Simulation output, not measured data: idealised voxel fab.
process module | voxel transistor to metal
The cross-section shown here is cut; it is 150 nm wide and divided into square cells measuring 5 nm on a side.
Cross-section format: a grid of square cells, given as bands from top to bottom; each band is one or more rows of cells. Band: top and bottom heights (nm) first, top before bottom; then materials from left to right, widths in nm. "full width" marks a sole material filling the band edge to edge. "empty" denotes empty space. Height reference: 0 = level under which incoming wafer is all one material. Lowest band: no bottom, runs on downward, e.g. "0..down". You'd read "30->40" like this: the band's top row of cells is as wide as the first number, its bottom row is as wide as the second, and going down, every row changes width by the same amount as the row before did. You'll sometimes find "nothing changed" written for a step, and that's the way of saying that nowhere in the cross-section did a cell change during that step. Entry "Voids, enclosed". Content: empty spaces with no open connection to the top, size 8 cells or greater. Each: width x height at distance. Distance: from left edge. Unit: nm. Where a step's line continues beyond its settings, the continuation is a remark by the simulator itself on that step. On any step carrying a mask, the "overlay nm" setting, if present on the step's line, tells how far right of its planned place the mask lay; negative values point to the left.

## Process steps - plan
1 RECEIVE [material Si]
2 OXIDIZE [depth nm 5]
3 CONFORMAL_DEP [material SiN] [thk nm 15]
4 MASKED_ETCH [tone cover] [mask id ACTIVE] [width nm 105] [etch materials SiN] [depth nm 15] [overlay nm 0]
5 MASKED_ETCH [tone cover] [mask id ACTIVE] [width nm 105] [etch materials SiO2] [depth nm 5] [overlay nm 0]
6 MASKED_ETCH [tone cover] [mask id ACTIVE] [width nm 105] [etch materials Si] [depth nm 35] [overlay nm 0]
7 FILL_DEP [material SiO2] [thk nm 15]
8 CMP [height nm 15]
9 SELECTIVE_ETCH [etch materials SiO2] [depth nm 15]
10 STRIP [etch materials SiN]
11 SELECTIVE_ETCH [etch materials SiO2] [depth nm 5]
12 OXIDIZE [depth nm 5]
13 DIRECTIONAL_DEP [material polySi] [thk nm 25]
14 DIRECTIONAL_DEP [material SiCN] [thk nm 15]
15 DIRECTIONAL_DEP [material aC] [thk nm 10]
16 PATTERN [tone cover] [mask id GATE] [material resist] [width nm 25] [thk nm 30] [overlay nm 0]
17 DIRECTIONAL_ETCH [etch materials aC] [depth nm 10]
18 STRIP [etch materials resist]
19 DIRECTIONAL_ETCH [etch materials SiCN] [depth nm 25]
20 DIRECTIONAL_ETCH [etch materials polySi] [depth nm 35]
21 STRIP [etch materials aC]
22 CONFORMAL_DEP [material SiN] [thk nm 5]
23 DIRECTIONAL_ETCH [etch materials SiN] [depth nm 5]
24 DIRECTIONAL_ETCH [etch materials SiO2] [depth nm 5]
25 DIRECTIONAL_ETCH [etch materials Si] [depth nm 5]
26 EPI [material SiGe] [thk nm 5]
27 FILL_DEP [material SiO2] [thk nm 10]
28 CMP [height nm 20]
29 STRIP [etch materials polySi]
30 SELECTIVE_ETCH [etch materials SiO2] [depth nm 5]
31 CONFORMAL_DEP [material HfO2] [thk nm 5]
32 CONFORMAL_DEP [material TiN] [thk nm 5]
33 FILL_DEP [material W] [thk nm 5]
34 CMP [height nm 15]
35 DIRECTIONAL_DEP [material SiO2] [thk nm 10]
36 MASKED_ETCH [tone open] [mask id CONTACT] [width nm 15] [pitch nm 80] [etch materials SiO2] [depth nm 35] [overlay nm 0]
37 CONFORMAL_DEP [material TiN] [thk nm 5]
38 FILL_DEP [material W] [thk nm 10]
39 CMP [height nm 25]
40 DIRECTIONAL_DEP [material TiN] [thk nm 5]
41 DIRECTIONAL_DEP [material W] [thk nm 15]
42 PATTERN [tone cover] [mask id METAL_1] [material resist] [width nm 15] [pitch nm 80] [thk nm 20] [overlay nm 0]
43 DIRECTIONAL_ETCH [etch materials W] [depth nm 15]
44 DIRECTIONAL_ETCH [etch materials TiN] [depth nm 5]
45 STRIP [etch materials resist]
46 FILL_DEP [material SiO2] [thk nm 5]
47 CMP [height nm 45]
48 CONFORMAL_DEP [material SiN] [thk nm 5]

## Cross-section of the wafer as it came to us, i.e., already through step 1
- 0..down = Si full width
- Voids, enclosed: none

## Here's the wafer cut in cross-section after the module, started and planned just like above, except one thing was done wrong in the run
- 50..45 = SiN full width
- 45..30 = SiO2 (25) | W (15) | SiO2 (65) | W (15) | SiO2 (30)
- 30..25 = SiO2 (25) | TiN (15) | SiO2 (65) | TiN (15) | SiO2 (30)
- 25..15 = SiO2 (25) | TiN (5) | W (5) | TiN (5) | SiO2 (65) | TiN (5) | W (5) | TiN (5) | SiO2 (30)
- 15..-5 = SiO2 (25) | TiN (5) | W (5) | TiN (5) | SiO2 (15) | SiN (5) | TiN (5) | W (15) | TiN (5) | SiN (5) | SiO2 (15) | TiN (5) | W (5) | TiN (5) | SiO2 (30)
- -5..-10 = SiO2 (25) | TiN (15) | SiO2 (10) | SiGe (5) | TiN (35) | SiGe (5) | SiO2 (10) | TiN (15) | SiO2 (30)
- -10..-15 = SiO2 (20) | SiGe (35) | Si (35) | SiGe (35) | SiO2 (25)
- -15..-40 = SiO2 (20) | Si (105) | SiO2 (25)
- -40..down = Si full width
- Voids, enclosed: none
Heads up, the wafer didn't run the way we planned it: step 31 of the plan was excluded from execution and never run
